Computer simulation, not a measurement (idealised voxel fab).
Title: Process Module voxel released beams
Xsec cut, 235 nm wide, square cell size 5 nm.
A cross-section is written here as square cells arranged in a grid, and it is given in bands from the top down, each band taking up one or more rows of cells.
Band: top and bottom heights (nm) first, top before bottom; then materials from left to right, widths in nm. "everywhere" marks a sole material filling the band edge to edge. "blank" denotes empty space.
Counting heights begins at 0, where everything beneath is, in the wafer as received, one material. The lowest band has no bottom; it goes on downwards, as "0 nm and below" shows.
Width: "30->40" (first number = top row, second number = bottom row, same change from row to row of cells).
Step marked "remains unaltered"? Then no cell in the cross-section changed in it.
In "Closed void roster" the enclosed voids are listed, meaning empty spaces of 8 cells or larger without any opening to the top. The form is width x height at distance, distance from the left edge, units nm.
What comes after the settings on a step's line is commentary from the simulator itself on that step.
overlay nm: for a step with a mask, the amount by which the mask lay right of where it was planned; a negative amount means left of it.

Steps in the process plan
1) RECEIVE,material Si
2) CONFORMAL_DEP,material Al2O3,thk nm 5
3) DIRECTIONAL_DEP,material SiO2,thk nm 20
4) MASKED_ETCH,tone open,mask id ANCHOR,width nm 25,etch materials SiO2,depth nm 20,overlay nm 0
5) CONFORMAL_DEP,material W,thk nm 10
6) DIRECTIONAL_DEP,material aC,thk nm 10
7) PATTERN,tone cover,mask id BEAM,material resist,width nm 80,thk nm 25,overlay nm 0
8) DIRECTIONAL_ETCH,etch materials aC,depth nm 10
9) STRIP,etch materials resist
10) DIRECTIONAL_ETCH,etch materials W,depth nm 10
11) STRIP,etch materials aC
12) STRIP,etch materials SiO2

The first of two wafers, run as planned

Wafer at receipt (post step 1), cross-section
    0 nm and below: Si everywhere
    Closed void roster: none

Presented here is a cross-section of the wafer after step 2 has been performed
    5 nm to 0 nm: Al2O3 everywhere
    Heights below 0 show no change.

Presented here is a cross-section of the wafer after step 3 has been performed
    25 nm to 5 nm: SiO2 everywhere
    Heights below 5 show no change.

Presented here is a cross-section of the wafer after step 4 has been performed
    25 nm to 5 nm: 80 of SiO2; 25 of blank; 130 of SiO2
    Heights below 5 show no change.

Presented here is a cross-section of the wafer after step 5 has been performed
    35 nm to 25 nm: 90 of W; 5 of blank; 140 of W
    25 nm to 15 nm: 80 of SiO2; 10 of W; 5 of blank; 10 of W; 130 of SiO2
    15 nm to 5 nm: 80 of SiO2; 25 of W; 130 of SiO2
    Heights below 5 show no change.

Presented here is a cross-section of the wafer after step 6 has been performed
    45 nm to 35 nm: 90 of aC; 5 of blank; 140 of aC
    35 nm to 25 nm: 90 of W; 5 of blank; 140 of W
    25 nm to 15 nm: 80 of SiO2; 10 of W; 5 of aC; 10 of W; 130 of SiO2
    Heights below 15 show no change.

Presented here is a cross-section of the wafer after step 7 has been performed
    70 nm to 45 nm: 75 of blank; 80 of resist; 80 of blank
    45 nm to 35 nm: 90 of aC; 5 of resist; 140 of aC
    35 nm to 25 nm: 90 of W; 5 of resist; 140 of W
    Heights below 25 show no change.

Presented here is a cross-section of the wafer after step 8 has been performed
    60 nm to 45 nm: 75 of blank; 80 of resist; 80 of blank
    45 nm to 35 nm: 75 of blank; 15 of aC; 5 of resist; 60 of aC; 80 of blank
    Heights below 35 show no change.

Presented here is a cross-section of the wafer after step 9 has been performed
    45 nm to 35 nm: 75 of blank; 15 of aC; 5 of blank; 60 of aC; 80 of blank
    35 nm to 25 nm: 90 of W; 5 of blank; 140 of W
    Heights below 25 show no change.

Presented here is a cross-section of the wafer after step 10 has been performed
    45 nm to 35 nm: 75 of blank; 15 of aC; 5 of blank; 60 of aC; 80 of blank
    35 nm to 25 nm: 75 of blank; 15 of W; 5 of blank; 60 of W; 80 of blank
    Heights below 25 show no change.

Presented here is a cross-section of the wafer after step 11 has been performed
    35 nm to 25 nm: 75 of blank; 15 of W; 5 of blank; 60 of W; 80 of blank
    25 nm to 15 nm: 80 of SiO2; 10 of W; 5 of blank; 10 of W; 130 of SiO2
    Heights below 15 show no change.

Presented here is a cross-section of the wafer after step 12 has been performed
    35 nm to 25 nm: 75 of blank; 15 of W; 5 of blank; 60 of W; 80 of blank
    25 nm to 15 nm: 80 of blank; 10 of W; 5 of blank; 10 of W; 130 of blank
    15 nm to 5 nm: 80 of blank; 25 of W; 130 of blank
    Heights below 5 show no change.

Regarding the second of the two wafers: it shared the first wafer's starting condition and process plan, yet one error occurred during its execution. Its history coincides with that of the first wafer up to and including step 3

Look at the second wafer in cross-section at the time step 4 ought to have finished
    25 nm to 5 nm: 80 of blank; 25 of SiO2; 130 of blank
    Heights below 5 show no change.

Look at the second wafer in cross-section at the time step 5 ought to have finished
    35 nm to 25 nm: 70 of blank; 45 of W; 120 of blank
    25 nm to 15 nm: 70 of blank; 10 of W; 25 of SiO2; 10 of W; 120 of blank
    15 nm to 5 nm: 80 of W; 25 of SiO2; 130 of W
    Heights below 5 show no change.

Look at the second wafer in cross-section at the time step 6 ought to have finished
    45 nm to 35 nm: 70 of blank; 45 of aC; 120 of blank
    35 nm to 25 nm: 70 of blank; 45 of W; 120 of blank
    25 nm to 15 nm: 70 of aC; 10 of W; 25 of SiO2; 10 of W; 120 of aC
    Heights below 15 show no change.

Look at the second wafer in cross-section at the time step 7 ought to have finished
    70 nm to 45 nm: 75 of blank; 80 of resist; 80 of blank
    45 nm to 35 nm: 70 of blank; 45 of aC; 40 of resist; 80 of blank
    35 nm to 25 nm: 70 of blank; 45 of W; 40 of resist; 80 of blank
    Heights below 25 show no change.

Look at the second wafer in cross-section at the time step 8 ought to have finished
    60 nm to 45 nm: 75 of blank; 80 of resist; 80 of blank
    45 nm to 35 nm: 75 of blank; 40 of aC; 40 of resist; 80 of blank
    35 nm to 25 nm: 70 of blank; 45 of W; 40 of resist; 80 of blank
    25 nm to 15 nm: 70 of blank; 10 of W; 25 of SiO2; 10 of W; 40 of aC; 80 of blank
    Heights below 15 show no change.

Look at the second wafer in cross-section at the time step 9 ought to have finished
    45 nm to 35 nm: 75 of blank; 40 of aC; 120 of blank
    35 nm to 25 nm: 70 of blank; 45 of W; 120 of blank
    Heights below 25 show no change.

Look at the second wafer in cross-section at the time step 10 ought to have finished
    45 nm to 35 nm: 75 of blank; 40 of aC; 120 of blank
    35 nm to 25 nm: 75 of blank; 40 of W; 120 of blank
    25 nm to 15 nm: 70 of blank; 10 of W; 25 of SiO2; 10 of W; 40 of aC; 80 of blank
    15 nm to 5 nm: 70 of blank; 10 of W; 25 of SiO2; 50 of W; 80 of blank
    Heights below 5 show no change.

Look at the second wafer in cross-section at the time step 11 ought to have finished
    35 nm to 25 nm: 75 of blank; 40 of W; 120 of blank
    25 nm to 15 nm: 70 of blank; 10 of W; 25 of SiO2; 10 of W; 120 of blank
    Heights below 15 show no change.

Look at the second wafer in cross-section at the time step 12 ought to have finished: remains unaltered
It is concluded that the wafer was processed incorrectly with respect to the plan, in that rather than as planned, step 4 actually ran as MASKED_ETCH,tone cover,mask id ANCHOR,width nm 25,etch materials SiO2,depth nm 20,overlay nm 0
Per the end-of-run cell counts, the second wafer holds more or fewer of some materials than the first: +20 SiO2
